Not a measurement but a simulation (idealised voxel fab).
A process module follows: voxel wiring stack.
The width of the displayed cross-section, cut, is 245 nm; its cells are square, with a size of 5 nm.
Throughout this document, each cross-section is represented as a grid of square cells and is presented as a sequence of bands enumerated from the top downward, where a band comprises one or more rows of cells. Heights first: top, then bottom, in nm. Then materials, left to right, each with a width in nm. "everywhere" on a single material: fills the band edge to edge. "blank": empty space. Heights from 0 (as-received wafer is one material below). Bottom band endless downward, as "0 -> down". A width such as "30->40" changes by the same amount from each row of cells to the next, from the band's top row to its bottom row. Where a step carries "nothing altered", the cross-section came out of it unchanged, cell for cell. If an empty space has no open way to the top and is at least 8 cells in size, "Enclosed empty spaces" lists it, written width x height at distance, where distance is measured from the left edge and every value is in nm. Note: text after step settings on the step line = simulator remark on that step. "overlay nm" denotes, for a step that has a mask, the displacement of the mask to the right of its planned place, with negative values corresponding to the left.
## Intended process steps
1) RECEIVE (material Si)
2) CONFORMAL_DEP (material SiO2; thk nm 10)
3) CONFORMAL_DEP (material SiN; thk nm 5)
4) DIRECTIONAL_DEP (material lowk; thk nm 20)
5) PATTERN (tone open; mask id METAL_1; material resist; width nm 30; pitch nm 45; thk nm 15; overlay nm 0)
6) DIRECTIONAL_ETCH (etch materials lowk; depth nm 20)
7) DIRECTIONAL_ETCH (etch materials SiN; depth nm 5)
8) STRIP (etch materials resist)
9) CONFORMAL_DEP (material TiN; thk nm 5)
10) FILL_DEP (material Ru; thk nm 5)
11) CMP (height nm 35)
12) EPI (material Ru; thk nm 5)
13) FILL_DEP (material SiCN; thk nm 5)
14) DIRECTIONAL_DEP (material lowk; thk nm 35)
15) DIRECTIONAL_DEP (material aC; thk nm 10)
16) PATTERN (tone open; mask id METAL_2; material resist; width nm 30; pitch nm 45; thk nm 25; overlay nm 0)
17) DIRECTIONAL_ETCH (etch materials aC; depth nm 10)
18) STRIP (etch materials resist)
19) DIRECTIONAL_ETCH (etch materials lowk; depth nm 20)
20) STRIP (etch materials aC)
21) DIRECTIONAL_DEP (material aC; thk nm 10)
22) PATTERN (tone open; mask id METAL_2_HOLES; material resist; width nm 15; thk nm 30; overlay nm 0)
23) DIRECTIONAL_ETCH (etch materials aC; depth nm 10)
24) STRIP (etch materials resist)
25) DIRECTIONAL_ETCH (etch materials lowk; depth nm 15)
26) DIRECTIONAL_ETCH (etch materials SiCN; depth nm 5)
27) STRIP (etch materials aC)
28) CONFORMAL_DEP (material TiN; thk nm 5)
29) FILL_DEP (material Cu; thk nm 5)
30) CMP (height nm 80)
31) CONFORMAL_DEP (material SiCN; thk nm 5)
## Delivered wafer in cross-section: state after step 1
> 0 -> down = Si everywhere
> Enclosed empty spaces: none
## The cross-section shown corresponds to the wafer at the conclusion of the module. The initial structure and the process plan are those presented above; however, one mistake occurred in executing the plan
> 85 -> 80 = SiCN everywhere
> 80 -> 65 = lowk: 85, TiN: 5, Cu: 20, TiN: 5, lowk: 15, TiN: 5, Cu: 20, TiN: 5, lowk: 85
> 65 -> 60 = lowk: 85, TiN: 5, Cu: 5, TiN: 20, lowk: 15, TiN: 30, lowk: 85
> 60 -> 45 = lowk: 85, TiN: 5, Cu: 5, TiN: 5, lowk: 145
> 45 -> 40 = SiCN: 85, TiN: 15, SiCN: 145
> 40 -> 35 = Ru: 90, SiCN: 20, Ru: 25, SiCN: 20, Ru: 90
> 35 -> 15 = Ru: 80, TiN: 5, lowk: 30, TiN: 5, Ru: 5, TiN: 5, lowk: 30, TiN: 5, Ru: 80
> 15 -> 10 = TiN: 85, SiN: 30, TiN: 15, SiN: 30, TiN: 85
> 10 -> 0 = SiO2 everywhere
> 0 -> down = Si everywhere
> Enclosed empty spaces: none
what went wrong: step 5 changed vs plan, executed as PATTERN (tone cover; mask id METAL_1; material resist; width nm 30; pitch nm 45; thk nm 15; overlay nm 0)
